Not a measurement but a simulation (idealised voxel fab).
The document below concerns the process module designated voxel self aligned contacts.
The width of the displayed cross-section, cut, is 150 nm; its cells are square, with a size of 5 nm.
Cross-section format: a grid of square cells, given as bands from top to bottom; each band is one or more rows of cells.
The entry gives the band's vertical extent as a top height and a bottom height in nm, then its horizontal make-up as materials from left to right, each with a width in nm. "empty" stands for empty space; a single material marked "everywhere" fills the band edge to edge.
We count height from 0. Below that, the starting wafer is all one material. The lowest band never ends at the bottom but goes on down; see "from 0 down" for how that is written.
Quick explanation for "30..40": the width changes in equal steps down the rows of cells, from the first number in the band's top row to the second number in its bottom row.
"nothing altered" after a step means that no cell of the cross-section changed.
In "Closed void catalog" the enclosed voids are listed, meaning empty spaces of 8 cells or larger without any opening to the top. The form is width x height at distance, distance from the left edge, units nm.
Read whatever lies past the settings on a step's line as the simulator's own remark about the step.
overlay nm, on a step with a mask: how far to the right of its planned place the mask lay; to the left if negative

These are the steps we planned for the process:
1,RECEIVE with material Si
2,OXIDIZE with depth nm 5
3,DIRECTIONAL_DEP with material polySi, thk nm 20
4,DIRECTIONAL_DEP with material SiN, thk nm 20
5,MASKED_ETCH with tone cover, mask id GATE, width nm 35, pitch nm 80, etch materials SiN, depth nm 20, overlay nm 0
6,MASKED_ETCH with tone cover, mask id GATE, width nm 35, pitch nm 80, etch materials polySi, depth nm 20, overlay nm 0
7,CONFORMAL_DEP with material SiN, thk nm 10
8,DIRECTIONAL_ETCH with etch materials SiN, depth nm 10
9,FILL_DEP with material SiO2, thk nm 10
10,CMP with height nm 45
11,DIRECTIONAL_DEP with material aC, thk nm 10
12,PATTERN with tone open, mask id CONTACT, material resist, width nm 65, thk nm 30, overlay nm 0
13,DIRECTIONAL_ETCH with etch materials aC, depth nm 10
14,STRIP with etch materials resist
15,DIRECTIONAL_ETCH with etch materials SiO2, depth nm 50
16,STRIP with etch materials aC
17,CONFORMAL_DEP with material TiN, thk nm 5
18,FILL_DEP with material W, thk nm 10
19,CMP with height nm 45
20,CONFORMAL_DEP with material SiN, thk nm 5

As received (post step 1): cross-section:
from 0 down: Si everywhere
Closed void catalog: none

Cross-sectional view of the first of the two wafers upon completion of the module, processed in accordance with the plan:
from 50 to 45: SiN everywhere
from 45 to 40: SiO2=40 | TiN=25 | W=15 | TiN=25 | SiO2=45
from 40 to 20: SiO2=5 | SiN=55 | TiN=5 | W=15 | TiN=5 | SiN=55 | SiO2=10
from 20 to 0: SiO2=5 | SiN=10 | polySi=35 | SiN=10 | TiN=5 | W=15 | TiN=5 | SiN=10 | polySi=35 | SiN=10 | SiO2=10
from 0 to -5: SiO2=60 | TiN=25 | SiO2=65
from -5 down: Si everywhere
Closed void catalog: none

Here is the second of the two wafers cut open at the end of the module - same start, same plan as the first one, but we made one mistake running it:
from 50 to 45: SiN everywhere
from 45 to 40: SiO2=40 | TiN=25 | polySi=15 | TiN=25 | SiO2=45
from 40 to 20: SiO2=5 | SiN=55 | TiN=5 | polySi=15 | TiN=5 | SiN=55 | SiO2=10
from 20 to 0: SiO2=5 | SiN=10 | polySi=35 | SiN=10 | TiN=5 | polySi=15 | TiN=5 | SiN=10 | polySi=35 | SiN=10 | SiO2=10
from 0 to -5: SiO2=60 | TiN=25 | SiO2=65
from -5 down: Si everywhere
Closed void catalog: none
What was done differently from what was planned? off-plan run, step 18, actual operation and settings FILL_DEP with material polySi, thk nm 10
Bottom line after processing is that, in cells, the second wafer is up or down on some materials versus the first: -27 W, +27 polySi
